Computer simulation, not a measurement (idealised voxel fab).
process module | voxel self aligned vias
cross-section cut | 230 nm wide | cells 5 nm
A cross-section is a grid of square cells, given in bands from the top down. A band is one or more rows of cells.
Each band's line starts with the height of the band's top and of its bottom, in nm. Then come its materials from left to right, each with its width in nm. One material with "throughout" fills the band from edge to edge. "air" is empty space.
Height 0 is the level under which the wafer as received is all one material. The lowest band goes on downwards, as in "0 down".
A width such as "30 to 40" changes by the same amount from each row of cells to the next, from the band's top row to its bottom row.
"no change" after a step means that no cell of the cross-section changed.
closed voids: empty space of 8 cells or more with no open way to the top, each as width x height at its distance from the left edge, in nm
after a step's settings: what the simulator itself notes on the step
overlay nm, on a step with a mask: how far to the right of its planned place the mask lay; to the left if negative
plan
1 op RECEIVE | material Si
2 op CONFORMAL_DEP | material SiO2 | thk nm 10
3 op CONFORMAL_DEP | material SiCN | thk nm 5
4 op DIRECTIONAL_DEP | material SiO2 | thk nm 30
5 op DIRECTIONAL_DEP | material aC | thk nm 10
6 op PATTERN | tone open | mask id LINES | material resist | width nm 20 | pitch nm 55 | thk nm 30 | overlay nm 0
7 op DIRECTIONAL_ETCH | etch materials aC | depth nm 10
8 op STRIP | etch materials resist
9 op DIRECTIONAL_ETCH | etch materials SiO2 | depth nm 30
10 op STRIP | etch materials aC
11 op CONFORMAL_DEP | material TiN | thk nm 5
12 op FILL_DEP | material Ru | thk nm 5
13 op CMP | height nm 45
14 op SELECTIVE_ETCH | etch materials W Ru TiN | depth nm 10
15 op FILL_DEP | material SiN | thk nm 10
16 op CMP | height nm 45
17 op DIRECTIONAL_DEP | material SiO2 | thk nm 20
18 op PATTERN | tone open | mask id VIAS | material resist | width nm 40 | pitch nm 110 | thk nm 20 | overlay nm 0
19 op DIRECTIONAL_ETCH | etch materials SiO2 | depth nm 20
20 op DIRECTIONAL_ETCH | etch materials SiN | depth nm 10
21 op STRIP | etch materials resist
22 op CONFORMAL_DEP | material TiN | thk nm 5
23 op FILL_DEP | material Cu | thk nm 10
24 op CMP | height nm 65
25 op CONFORMAL_DEP | material SiN | thk nm 5
as received, after step 1
  0 down: Si throughout
  closed voids: none
first wafer at the end, as planned
  70 to 65: SiN throughout
  65 to 50: SiO2 40 | TiN 5 | Cu 30 | TiN 5 | SiO2 70 | TiN 5 | Cu 30 | TiN 5 | SiO2 40
  50 to 45: SiO2 40 | TiN 15 | Cu 10 | TiN 15 | SiO2 70 | TiN 15 | Cu 10 | TiN 15 | SiO2 40
  45 to 40: SiO2 50 | TiN 5 | Cu 10 | TiN 5 | SiO2 35 | SiN 20 | SiO2 35 | TiN 5 | Cu 10 | TiN 5 | SiO2 50
  40 to 35: SiO2 50 | TiN 20 | SiO2 35 | SiN 20 | SiO2 35 | TiN 20 | SiO2 50
  35 to 20: SiO2 50 | TiN 5 | Ru 10 | TiN 5 | SiO2 35 | TiN 5 | Ru 10 | TiN 5 | SiO2 35 | TiN 5 | Ru 10 | TiN 5 | SiO2 50
  20 to 15: SiO2 50 | TiN 20 | SiO2 35 | TiN 20 | SiO2 35 | TiN 20 | SiO2 50
  15 to 10: SiCN throughout
  10 to 0: SiO2 throughout
  0 down: Si throughout
  closed voids: none
second wafer at the end: like start, like plan, one mistake
  70 to 65: SiN throughout
  65 to 50: SiO2 40 | TiN 5 | Cu 30 | TiN 5 | SiO2 70 | TiN 5 | Cu 30 | TiN 5 | SiO2 40
  50 to 45: SiO2 40 | TiN 15 | Cu 10 | TiN 15 | SiO2 70 | TiN 15 | Cu 10 | TiN 15 | SiO2 40
  45 to 40: SiO2 50 | TiN 5 | Cu 10 | TiN 5 | SiO2 35 | SiN 20 | SiO2 35 | TiN 5 | Cu 10 | TiN 5 | SiO2 50
  40 to 35: SiO2 50 | TiN 20 | SiO2 35 | SiN 20 | SiO2 35 | TiN 20 | SiO2 50
  35 to 20: SiO2 50 | TiN 5 | Ru 10 | TiN 5 | SiO2 35 | TiN 5 | Ru 10 | TiN 5 | SiO2 35 | TiN 5 | Ru 10 | TiN 5 | SiO2 50
  20 to 15: SiO2 50 | TiN 20 | SiO2 35 | TiN 20 | SiO2 35 | TiN 20 | SiO2 50
  15 to 5: SiO2 throughout
  5 to 0: SiCN throughout
  0 down: Si throughout
  closed voids: none
what went wrong: steps 2 and 3 were swapped
at the end the second wafer has, in cells: as many of each material as the first, in other places
